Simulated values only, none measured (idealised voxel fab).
This section sets out a process module, namely voxel tone inversion.
290 nm wide, 5 nm square cells: that's cross-section cut.
Each cross-section below is a grid of square cells, stated as bands in top-down order, with one or more rows of cells making up each band. Top, bottom (nm), then materials left to right with widths (nm); lone material tagged "all across" fills the whole band edge to edge; "empty" = empty space. Basically, 0 is our baseline, since under it the wafer straight out of the box is all one material. The bottom band has no lower end and keeps on going down, so it looks like "z 0 and below". Top row gets the first number, bottom row gets the second, and each row in between changes by the same step: that is how a band width like "30 to 40" works. Reading "no change" for a step: not a cell of the cross-section changed in it. The list in "Fully sealed cavities" covers empty spaces of 8 cells or more that cannot reach the top through any open way, and it gives each as width x height at distance; the distance is from the left edge, and width, height and distance are in nm. On each step's line, the part that comes after the settings is the simulator's own comment on the step. overlay nm: mask right of planned place by this much (step with mask). Neg. = left.
## Planned step list for the process
1: RECEIVE (material Si)
2: CONFORMAL_DEP (material SiCN; thk nm 5)
3: DIRECTIONAL_DEP (material aC; thk nm 15)
4: PATTERN (tone cover; mask id POSTS; material resist; width nm 15; pitch nm 45; thk nm 20; overlay nm 0)
5: DIRECTIONAL_ETCH (etch materials aC; depth nm 15)
6: STRIP (etch materials resist)
7: FILL_DEP (material SiO2; thk nm 10)
8: CMP (height nm 20)
9: STRIP (etch materials aC)
## First of two wafers, processed according to plan
## Cross-section of the wafer as it came to us, i.e., already through step 1
    z 0 and below = Si all across
    Fully sealed cavities: none
## The wafer, seen in cross-section, after step 2
    z 5 to 0 = SiCN all across
    Everything below 0 is unchanged.
## The wafer, seen in cross-section, after step 3
    z 20 to 5 = aC all across
    Everything below 5 is unchanged.
## The wafer, seen in cross-section, after step 4
    z 40 to 20 = empty=115; resist=15; empty=30; resist=15; empty=115
    Everything below 20 is unchanged.
## The wafer, seen in cross-section, after step 5
    z 25 to 20 = empty=115; resist=15; empty=30; resist=15; empty=115
    z 20 to 5 = empty=115; aC=15; empty=30; aC=15; empty=115
    Everything below 5 is unchanged.
## The wafer, seen in cross-section, after step 6
    z 20 to 5 = empty=115; aC=15; empty=30; aC=15; empty=115
    Everything below 5 is unchanged.
## The wafer, seen in cross-section, after step 7
    z 30 to 20 = SiO2 all across
    z 20 to 5 = SiO2=115; aC=15; SiO2=30; aC=15; SiO2=115
    Everything below 5 is unchanged.
## The wafer, seen in cross-section, after step 8
    z 20 to 5 = SiO2=115; aC=15; SiO2=30; aC=15; SiO2=115
    Everything below 5 is unchanged.
## The wafer, seen in cross-section, after step 9
    z 20 to 5 = SiO2=115; empty=15; SiO2=30; empty=15; SiO2=115
    Everything below 5 is unchanged.
## For the second wafer, take the first wafer's start and plan, then add one mistake made in running it; everything through step 3, that step included, is shared with the first
## when step 4 should have ended
    z 40 to 20 = empty=115; resist=20; empty=25; resist=20; empty=110
    Everything below 20 is unchanged.
## when step 5 should have ended
    z 25 to 20 = empty=115; resist=20; empty=25; resist=20; empty=110
    z 20 to 5 = empty=115; aC=20; empty=25; aC=20; empty=110
    Everything below 5 is unchanged.
## when step 6 should have ended
    z 20 to 5 = empty=115; aC=20; empty=25; aC=20; empty=110
    Everything below 5 is unchanged.
## when step 7 should have ended
    z 30 to 20 = SiO2 all across
    z 20 to 5 = SiO2=115; aC=20; SiO2=25; aC=20; SiO2=110
    Everything below 5 is unchanged.
## when step 8 should have ended
    z 20 to 5 = SiO2=115; aC=20; SiO2=25; aC=20; SiO2=110
    Everything below 5 is unchanged.
## when step 9 should have ended
    z 20 to 5 = SiO2=115; empty=20; SiO2=25; empty=20; SiO2=110
    Everything below 5 is unchanged.
What was done differently from what was planned? step 4 was not run as planned; what actually ran was PATTERN (tone cover; mask id POSTS; material resist; width nm 20; pitch nm 45; thk nm 20; overlay nm 0)
Final wafer comparison in cells, second versus first, more or fewer per material: 6 fewer of SiO2
